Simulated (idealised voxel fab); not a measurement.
Process module heading - voxel lift off
The cross-section on display is named cut; it measures 220 nm wide, and its cells are 5 nm squares.
This document writes a cross-section as a grid whose cells are square, and gives it as bands, listed from the top down; one or more rows of cells form a band. For a band, the entry starts with two heights in nm, that of the top and then that of the bottom, and carries on with the band's materials in order from left to right, each alongside its width in nm; the word "everywhere" beside a single material means it fills the band edge to edge, and "air" means empty space. All heights in this document are referenced to 0, defined as the level beneath which the wafer, as received, consists entirely of one material. The lowest band is not bounded below; it extends indefinitely downward and is written in the form "from 0 down". You'd read "30..40" like this: the band's top row of cells is as wide as the first number, its bottom row is as wide as the second, and going down, every row changes width by the same amount as the row before did. Given "no alterations made" for a step, no cell of the cross-section differs between before and after that step. Under "Enclosed void listing" you'll find the enclosed gaps, the ones with no way out to the top, that are 8 cells or bigger; each reads width x height at distance, with distance counted from the left edge, everything in nm. Step line, after settings: the simulator's comment on this step. overlay nm: right-of-plan distance of the mask on a masked step; negative values mean left-of-plan. Pairs, read this way: before one process step on the one hand, after it on the other, the after cross-section ending at the lowest band that changed; the step between, settings included, beneath. Same starting wafer throughout, but possibly different runs of this module, so no pair continues from the pair above unless its entry headed "Pre-process state" says so.

# Pre-process state
- from 0 down = Si everywhere
- Enclosed void listing: none

# Step Outcome
- from 10 to 0 = Al2O3 everywhere
- Under the height 0 nothing was changed.
- Enclosed void listing: none
Link between the two cross-sections above: CONFORMAL_DEP, material Al2O3, thk nm 10

Pre-process state: refer to the pair immediately above; the cross-section shown after its step is the state before this one.

# Step Outcome
- from 35 to 10 = resist 70 nm / air 30 nm / resist 15 nm / air 30 nm / resist 75 nm
- Under the height 10 nothing was changed.
- Enclosed void listing: none
Link between the two cross-sections above: PATTERN, tone open, mask id LINES, material resist, width nm 30, pitch nm 45, thk nm 25, overlay nm 0

Pre-process state: refer to the pair immediately above; the cross-section shown after its step is the state before this one.

# Step Outcome
- from 50 to 35 = Ru 70 nm / air 30 nm / Ru 15 nm / air 30 nm / Ru 75 nm
- from 35 to 25 = resist 70 nm / air 30 nm / resist 15 nm / air 30 nm / resist 75 nm
- from 25 to 10 = resist 70 nm / Ru 30 nm / resist 15 nm / Ru 30 nm / resist 75 nm
- Under the height 10 nothing was changed.
- Enclosed void listing: none
Link between the two cross-sections above: DIRECTIONAL_DEP, material Ru, thk nm 15

Pre-process state: refer to the pair immediately above; the cross-section shown after its step is the state before this one.

# Step Outcome
- from 25 to 10 = air 70 nm / Ru 30 nm / air 15 nm / Ru 30 nm / air 75 nm
- Under the height 10 nothing was changed.
- Enclosed void listing: none
Link between the two cross-sections above: STRIP, etch materials resist

Pre-process state: refer to the pair immediately above; the cross-section shown after its step is the state before this one.

# Step Outcome
- from 30 to 25 = air 65 nm / SiO2 40 nm / air 5 nm / SiO2 40 nm / air 70 nm
- from 25 to 15 = air 65 nm / SiO2 5 nm / Ru 30 nm / SiO2 5 nm / air 5 nm / SiO2 5 nm / Ru 30 nm / SiO2 5 nm / air 70 nm
- from 15 to 10 = SiO2 70 nm / Ru 30 nm / SiO2 15 nm / Ru 30 nm / SiO2 75 nm
- Under the height 10 nothing was changed.
- Enclosed void listing: none
Link between the two cross-sections above: CONFORMAL_DEP, material SiO2, thk nm 5

# Pre-process state
- from 0 down = Si everywhere
- Enclosed void listing: none

# Step Outcome
- from 5 to 0 = Al2O3 everywhere
- Under the height 0 nothing was changed.
- Enclosed void listing: none
Link between the two cross-sections above: CONFORMAL_DEP, material Al2O3, thk nm 5

Pre-process state: refer to the pair immediately above; the cross-section shown after its step is the state before this one.

# Step Outcome
- from 30 to 5 = resist 70 nm / air 30 nm / resist 15 nm / air 30 nm / resist 75 nm
- Under the height 5 nothing was changed.
- Enclosed void listing: none
Link between the two cross-sections above: PATTERN, tone open, mask id LINES, material resist, width nm 30, pitch nm 45, thk nm 25, overlay nm 0

Pre-process state: refer to the pair immediately above; the cross-section shown after its step is the state before this one.

# Step Outcome
- from 45 to 30 = Ru 70 nm / air 30 nm / Ru 15 nm / air 30 nm / Ru 75 nm
- from 30 to 20 = resist 70 nm / air 30 nm / resist 15 nm / air 30 nm / resist 75 nm
- from 20 to 5 = resist 70 nm / Ru 30 nm / resist 15 nm / Ru 30 nm / resist 75 nm
- Under the height 5 nothing was changed.
- Enclosed void listing: none
Link between the two cross-sections above: DIRECTIONAL_DEP, material Ru, thk nm 15

Pre-process state: refer to the pair immediately above; the cross-section shown after its step is the state before this one.

# Step Outcome
- from 20 to 5 = air 70 nm / Ru 30 nm / air 15 nm / Ru 30 nm / air 75 nm
- Under the height 5 nothing was changed.
- Enclosed void listing: none
Link between the two cross-sections above: STRIP, etch materials resist

Pre-process state: refer to the pair immediately above; the cross-section shown after its step is the state before this one.

# Step Outcome
- from 25 to 20 = air 65 nm / SiO2 40 nm / air 5 nm / SiO2 40 nm / air 70 nm
- from 20 to 10 = air 65 nm / SiO2 5 nm / Ru 30 nm / SiO2 5 nm / air 5 nm / SiO2 5 nm / Ru 30 nm / SiO2 5 nm / air 70 nm
- from 10 to 5 = SiO2 70 nm / Ru 30 nm / SiO2 15 nm / Ru 30 nm / SiO2 75 nm
- Under the height 5 nothing was changed.
- Enclosed void listing: none
Link between the two cross-sections above: CONFORMAL_DEP, material SiO2, thk nm 5

# Pre-process state
- from 10 to 0 = Al2O3 everywhere
- from 0 down = Si everywhere
- Enclosed void listing: none

# Step Outcome
- from 35 to 10 = resist 75 nm / air 20 nm / resist 25 nm / air 20 nm / resist 80 nm
- Under the height 10 nothing was changed.
- Enclosed void listing: none
Link between the two cross-sections above: PATTERN, tone open, mask id LINES, material resist, width nm 20, pitch nm 45, thk nm 25, overlay nm 0

Pre-process state: refer to the pair immediately above; the cross-section shown after its step is the state before this one.

# Step Outcome
- from 50 to 35 = Ru 75 nm / air 20 nm / Ru 25 nm / air 20 nm / Ru 80 nm
- from 35 to 25 = resist 75 nm / air 20 nm / resist 25 nm / air 20 nm / resist 80 nm
- from 25 to 10 = resist 75 nm / Ru 20 nm / resist 25 nm / Ru 20 nm / resist 80 nm
- Under the height 10 nothing was changed.
- Enclosed void listing: none
Link between the two cross-sections above: DIRECTIONAL_DEP, material Ru, thk nm 15

Pre-process state: refer to the pair immediately above; the cross-section shown after its step is the state before this one.

# Step Outcome
- from 25 to 10 = air 75 nm / Ru 20 nm / air 25 nm / Ru 20 nm / air 80 nm
- Under the height 10 nothing was changed.
- Enclosed void listing: none
Link between the two cross-sections above: STRIP, etch materials resist

Pre-process state: refer to the pair immediately above; the cross-section shown after its step is the state before this one.

# Step Outcome
- from 30 to 25 = air 70 nm / SiO2 30 nm / air 15 nm / SiO2 30 nm / air 75 nm
- from 25 to 15 = air 70 nm / SiO2 5 nm / Ru 20 nm / SiO2 5 nm / air 15 nm / SiO2 5 nm / Ru 20 nm / SiO2 5 nm / air 75 nm
- from 15 to 10 = SiO2 75 nm / Ru 20 nm / SiO2 25 nm / Ru 20 nm / SiO2 80 nm
- Under the height 10 nothing was changed.
- Enclosed void listing: none
Link between the two cross-sections above: CONFORMAL_DEP, material SiO2, thk nm 5

# Pre-process state
- from 10 to 0 = Al2O3 everywhere
- from 0 down = Si everywhere
- Enclosed void listing: none

# Step Outcome
- from 35 to 10 = resist 60 nm / air 30 nm / resist 15 nm / air 30 nm / resist 85 nm
- Under the height 10 nothing was changed.
- Enclosed void listing: none
Link between the two cross-sections above: PATTERN, tone open, mask id LINES, material resist, width nm 30, pitch nm 45, thk nm 25, overlay nm -10

Pre-process state: refer to the pair immediately above; the cross-section shown after its step is the state before this one.

# Step Outcome
- from 50 to 35 = Ru 60 nm / air 30 nm / Ru 15 nm / air 30 nm / Ru 85 nm
- from 35 to 25 = resist 60 nm / air 30 nm / resist 15 nm / air 30 nm / resist 85 nm
- from 25 to 10 = resist 60 nm / Ru 30 nm / resist 15 nm / Ru 30 nm / resist 85 nm
- Under the height 10 nothing was changed.
- Enclosed void listing: none
Link between the two cross-sections above: DIRECTIONAL_DEP, material Ru, thk nm 15

Pre-process state: refer to the pair immediately above; the cross-section shown after its step is the state before this one.

# Step Outcome
- from 25 to 10 = air 60 nm / Ru 30 nm / air 15 nm / Ru 30 nm / air 85 nm
- Under the height 10 nothing was changed.
- Enclosed void listing: none
Link between the two cross-sections above: STRIP, etch materials resist

Pre-process state: refer to the pair immediately above; the cross-section shown after its step is the state before this one.

# Step Outcome
- from 30 to 25 = air 55 nm / SiO2 40 nm / air 5 nm / SiO2 40 nm / air 80 nm
- from 25 to 15 = air 55 nm / SiO2 5 nm / Ru 30 nm / SiO2 5 nm / air 5 nm / SiO2 5 nm / Ru 30 nm / SiO2 5 nm / air 80 nm
- from 15 to 10 = SiO2 60 nm / Ru 30 nm / SiO2 15 nm / Ru 30 nm / SiO2 85 nm
- Under the height 10 nothing was changed.
- Enclosed void listing: none
Link between the two cross-sections above: CONFORMAL_DEP, material SiO2, thk nm 5

# Pre-process state
- from 25 to 10 = air 70 nm / Ru 30 nm / air 15 nm / Ru 30 nm / air 75 nm
- from 10 to 0 = Al2O3 everywhere
- from 0 down = Si everywhere
- Enclosed void listing: none

# Step Outcome
- from 30 to 15 = air 65 nm / Ru 40 nm / air 5 nm / Ru 40 nm / air 70 nm
- from 15 to 10 = Ru everywhere
- Under the height 10 nothing was changed.
- Enclosed void listing: none
Link between the two cross-sections above: CONFORMAL_DEP, material Ru, thk nm 5

# Pre-process state
- from 10 to 0 = Al2O3 everywhere
- from 0 down = Si everywhere
- Enclosed void listing: none

# Step Outcome
- from 35 to 10 = air 70 nm / resist 30 nm / air 15 nm / resist 30 nm / air 75 nm
- Under the height 10 nothing was changed.
- Enclosed void listing: none
Link between the two cross-sections above: PATTERN, tone cover, mask id LINES, material resist, width nm 30, pitch nm 45, thk nm 25, overlay nm 0

Pre-process state: refer to the pair immediately above; the cross-section shown after its step is the state before this one.

# Step Outcome
- from 50 to 35 = air 70 nm / Ru 30 nm / air 15 nm / Ru 30 nm / air 75 nm
- from 35 to 25 = air 70 nm / resist 30 nm / air 15 nm / resist 30 nm / air 75 nm
- from 25 to 10 = Ru 70 nm / resist 30 nm / Ru 15 nm / resist 30 nm / Ru 75 nm
- Under the height 10 nothing was changed.
- Enclosed void listing: none
Link between the two cross-sections above: DIRECTIONAL_DEP, material Ru, thk nm 15

Pre-process state: refer to the pair immediately above; the cross-section shown after its step is the state before this one.

# Step Outcome
- from 25 to 10 = Ru 70 nm / air 30 nm / Ru 15 nm / air 30 nm / Ru 75 nm
- Under the height 10 nothing was changed.
- Enclosed void listing: none
Link between the two cross-sections above: STRIP, etch materials resist

Pre-process state: refer to the pair immediately above; the cross-section shown after its step is the state before this one.

# Step Outcome
- from 30 to 25 = SiO2 75 nm / air 20 nm / SiO2 25 nm / air 20 nm / SiO2 80 nm
- from 25 to 15 = Ru 70 nm / SiO2 5 nm / air 20 nm / SiO2 5 nm / Ru 15 nm / SiO2 5 nm / air 20 nm / SiO2 5 nm / Ru 75 nm
- from 15 to 10 = Ru 70 nm / SiO2 30 nm / Ru 15 nm / SiO2 30 nm / Ru 75 nm
- Under the height 10 nothing was changed.
- Enclosed void listing: none
Link between the two cross-sections above: CONFORMAL_DEP, material SiO2, thk nm 5
